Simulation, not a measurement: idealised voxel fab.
Process module under the name voxel capacitor over wiring
Section shown: cut. Width: 275 nm. Cell size: 5 nm, square.
Cross-section = grid of square cells, listed top down in bands; band = one or more rows.
Within each band entry, the heights of the top and of the bottom of the band appear first, in that order and in nm; the materials of the band then follow from left to right, each with its corresponding width in nm. The designation "all across" on a single material indicates that it fills the band from edge to edge; the designation "blank" indicates empty space.
Beneath 0, the wafer as received is one material, and that level is where height counting begins. The lowest band goes on downward without a bottom; it is written like "z 0 and below".
Per-row width for "30->40": begins at first number (top row of band), ends at second number (bottom row), increment between rows held constant.
A step reported as "stayed the same" is a step in which no cell of the cross-section changed.
In "Trapped void list" the enclosed voids are listed, meaning empty spaces of 8 cells or larger without any opening to the top. The form is width x height at distance, distance from the left edge, units nm.
On a step's line, text after the settings is the simulator commenting on that step.
On any step carrying a mask, the "overlay nm" setting, if present on the step's line, tells how far right of its planned place the mask lay; negative values point to the left.
The process steps that were planned are listed below:
- 1: op RECEIVE | material Si
- 2: op CONFORMAL_DEP | material SiO2 | thk nm 10
- 3: op CONFORMAL_DEP | material SiCN | thk nm 5
- 4: op DIRECTIONAL_DEP | material lowk | thk nm 20
- 5: op MASKED_ETCH | tone open | mask id METAL_1 | width nm 30 | pitch nm 90 | etch materials lowk | depth nm 20 | overlay nm 0
- 6: op MASKED_ETCH | tone open | mask id METAL_1 | width nm 30 | pitch nm 90 | etch materials SiCN | depth nm 5 | overlay nm 0
- 7: op CONFORMAL_DEP | material TiN | thk nm 5
- 8: op FILL_DEP | material Cu | thk nm 5
- 9: op CMP | height nm 35
- 10: op CONFORMAL_DEP | material SiCN | thk nm 5
- 11: op DIRECTIONAL_DEP | material SiO2 | thk nm 15
- 12: op PATTERN | tone open | mask id PLUG_1 | material resist | width nm 15 | thk nm 20 | overlay nm 0
- 13: op DIRECTIONAL_ETCH | etch materials SiO2 | depth nm 15
- 14: op DIRECTIONAL_ETCH | etch materials SiCN | depth nm 5
- 15: op STRIP | etch materials resist
- 16: op CONFORMAL_DEP | material TiN | thk nm 5
- 17: op FILL_DEP | material Ru | thk nm 10
- 18: op CMP | height nm 55
- 19: op DIRECTIONAL_DEP | material TiN | thk nm 5
- 20: op DIRECTIONAL_DEP | material SiN | thk nm 5
- 21: op DIRECTIONAL_DEP | material TiN | thk nm 5
- 22: op MASKED_ETCH | tone cover | mask id UPPER_PLATE | width nm 65 | etch materials TiN | depth nm 5 | overlay nm 0
- 23: op MASKED_ETCH | tone cover | mask id UPPER_PLATE | width nm 65 | etch materials SiN | depth nm 5 | overlay nm 0
- 24: op PATTERN | tone cover | mask id LOWER_PLATE | material resist | width nm 75 | thk nm 15 | overlay nm 0
- 25: op DIRECTIONAL_ETCH | etch materials TiN | depth nm 5
- 26: op STRIP | etch materials resist
- 27: op FILL_DEP | material SiO2 | thk nm 20
- 28: op CMP | height nm 85
- 29: op MASKED_ETCH | tone open | mask id PLUG_2 | width nm 15 | etch materials SiO2 | depth nm 15 | overlay nm 0
- 30: op CONFORMAL_DEP | material TiN | thk nm 5
- 31: op FILL_DEP | material Ru | thk nm 5
- 32: op CMP | height nm 85
- 33: op CONFORMAL_DEP | material SiN | thk nm 5
Wafer cross-section on receipt, i.e. after step 1:
- z 0 and below  Si all across
- Trapped void list: none
One mistake in running the module, otherwise start and plan as above: cross-section at the end:
- z 90 to 85  SiN all across
- z 85 to 75  SiO2: 100; TiN: 5; Ru: 5; TiN: 5; SiO2: 160
- z 75 to 65  SiO2: 100->90; TiN: 15->65; SiO2: 160->120
- z 65 to 60  SiO2: 90; SiN: 65; SiO2: 120
- z 60 to 55  SiO2: 85; TiN: 75; SiO2: 115
- z 55 to 40  SiO2: 100; TiN: 5; Ru: 5; TiN: 5; SiO2: 160
- z 40 to 35  SiCN: 100; TiN: 15; SiCN: 160
- z 35 to 15  lowk: 75; TiN: 5; Cu: 20; TiN: 5; lowk: 60; TiN: 5; Cu: 20; TiN: 5; lowk: 80
- z 15 to 10  SiCN: 75; TiN: 30; SiCN: 60; TiN: 30; SiCN: 80
- z 10 to 0  SiO2 all across
- z 0 and below  Si all across
- Trapped void list: none
Finding, execution versus plan: step 12 did not happen as planned, as run it was op PATTERN | tone open | mask id PLUG_1 | material resist | width nm 15 | thk nm 20 | overlay nm 10
